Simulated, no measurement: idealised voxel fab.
This is a process module. Its name is voxel capacitor over wiring.
Square cells of 5 nm make up the cross-section cut, whose width is 200 nm.
Each cross-section below is a grid of square cells, stated as bands in top-down order, with one or more rows of cells making up each band. Heights first: top, then bottom, in nm. Then materials, left to right, each with a width in nm. "full width" on a single material: fills the band edge to edge. "blank": empty space. Height 0 is the level under which the wafer as received is all one material. The lowest band goes on downwards, as in "z 0 and below". Quick explanation for "30 to 40": the width changes in equal steps down the rows of cells, from the first number in the band's top row to the second number in its bottom row. The designation "remained the same", where it is given for a processing step, indicates that no cell of the cross-section was altered in the course of that step. You'll see "Listed closed voids" listing empty spaces that have no way open to the top, as long as they're 8 cells or more; the notation is width x height at distance, where the distance is from the left edge, and all of it is in nm. If you see something after the settings on a step's line, that's the simulator's own remark about that step. The "overlay nm" setting may appear on a step's line; for a step that uses a mask, it gives how far to the right of its planned position the mask lay, and a negative value indicates the left.

**Listed below are the process steps as planned**
- 1: RECEIVE (material Si)
- 2: CONFORMAL_DEP (material SiO2; thk nm 10)
- 3: DIRECTIONAL_DEP (material TiN; thk nm 5)
- 4: DIRECTIONAL_DEP (material W; thk nm 15)
- 5: MASKED_ETCH (tone cover; mask id METAL_1; width nm 30; pitch nm 90; etch materials W; depth nm 15; overlay nm 0)
- 6: MASKED_ETCH (tone cover; mask id METAL_1; width nm 30; pitch nm 90; etch materials TiN; depth nm 5; overlay nm 0)
- 7: CONFORMAL_DEP (material SiCN; thk nm 5)
- 8: FILL_DEP (material lowk; thk nm 10)
- 9: CMP (height nm 30)
- 10: CONFORMAL_DEP (material SiCN; thk nm 5)
- 11: DIRECTIONAL_DEP (material lowk; thk nm 10)
- 12: PATTERN (tone open; mask id PLUG_1; material resist; width nm 15; thk nm 15; overlay nm 0)
- 13: DIRECTIONAL_ETCH (etch materials lowk; depth nm 10)
- 14: DIRECTIONAL_ETCH (etch materials SiCN; depth nm 5)
- 15: STRIP (etch materials resist)
- 16: EPI (material Ru; thk nm 10)
- 17: EPI (material Ru; thk nm 5)
- 18: DIRECTIONAL_DEP (material TiN; thk nm 5)
- 19: DIRECTIONAL_DEP (material HfO2; thk nm 5)
- 20: DIRECTIONAL_DEP (material TiN; thk nm 10)
- 21: DIRECTIONAL_DEP (material aC; thk nm 10)
- 22: PATTERN (tone cover; mask id UPPER_PLATE; material resist; width nm 65; thk nm 25; overlay nm 0)
- 23: DIRECTIONAL_ETCH (etch materials aC; depth nm 10)
- 24: STRIP (etch materials resist)
- 25: DIRECTIONAL_ETCH (etch materials TiN; depth nm 10)
- 26: DIRECTIONAL_ETCH (etch materials HfO2; depth nm 5)
- 27: STRIP (etch materials aC)
- 28: PATTERN (tone cover; mask id LOWER_PLATE; material resist; width nm 75; thk nm 20; overlay nm 0)
- 29: DIRECTIONAL_ETCH (etch materials TiN; depth nm 5)
- 30: STRIP (etch materials resist)
- 31: FILL_DEP (material SiO2; thk nm 20)
- 32: CMP (height nm 80)
- 33: DIRECTIONAL_DEP (material aC; thk nm 10)
- 34: PATTERN (tone open; mask id PLUG_2; material resist; width nm 15; thk nm 30; overlay nm 0)
- 35: DIRECTIONAL_ETCH (etch materials aC; depth nm 10)
- 36: STRIP (etch materials resist)
- 37: DIRECTIONAL_ETCH (etch materials SiO2; depth nm 15)
- 38: STRIP (etch materials aC)
- 39: CONFORMAL_DEP (material TiN; thk nm 5)
- 40: FILL_DEP (material Cu; thk nm 5)
- 41: CMP (height nm 80)
- 42: CONFORMAL_DEP (material SiCN; thk nm 5)

**Shown in cross-section is the wafer as received, that is, as it stands after step 1**
* z 0 and below: Si full width
* Listed closed voids: none

**The module was run from the start shown above using the plan shown above, but one mistake was made doing it; the resulting wafer cross-section is below**
* z 85 to 80: SiCN full width
* z 80 to 70: SiO2 65, TiN 5, Cu 5, TiN 5, SiO2 120
* z 70 to 65: SiO2 65, TiN 15, SiO2 120
* z 65 to 55: SiO2 55, TiN 65, SiO2 80
* z 55 to 50: SiO2 55, HfO2 65, SiO2 80
* z 50 to 45: SiO2 50, TiN 75, SiO2 75
* z 45 to 35: lowk 55, Ru 15, lowk 130
* z 35 to 30: SiCN 55, Ru 15, SiCN 130
* z 30 to 20: lowk 30, SiCN 5, W 30, SiCN 5, lowk 50, SiCN 5, W 30, SiCN 5, lowk 40
* z 20 to 15: lowk 30, SiCN 5, W 30, SiCN 10, lowk 45, SiCN 5, W 30, SiCN 10, lowk 35
* z 15 to 10: SiCN 35, TiN 35, SiCN 55, TiN 35, SiCN 40
* z 10 to 0: SiO2 full width
* z 0 and below: Si full width
* Listed closed voids: none
Here's what went sideways: step 5 ran with different settings than intended, the actual operation and settings being MASKED_ETCH (tone cover; mask id METAL_1; width nm 30; pitch nm 90; etch materials W; depth nm 15; overlay nm -5)
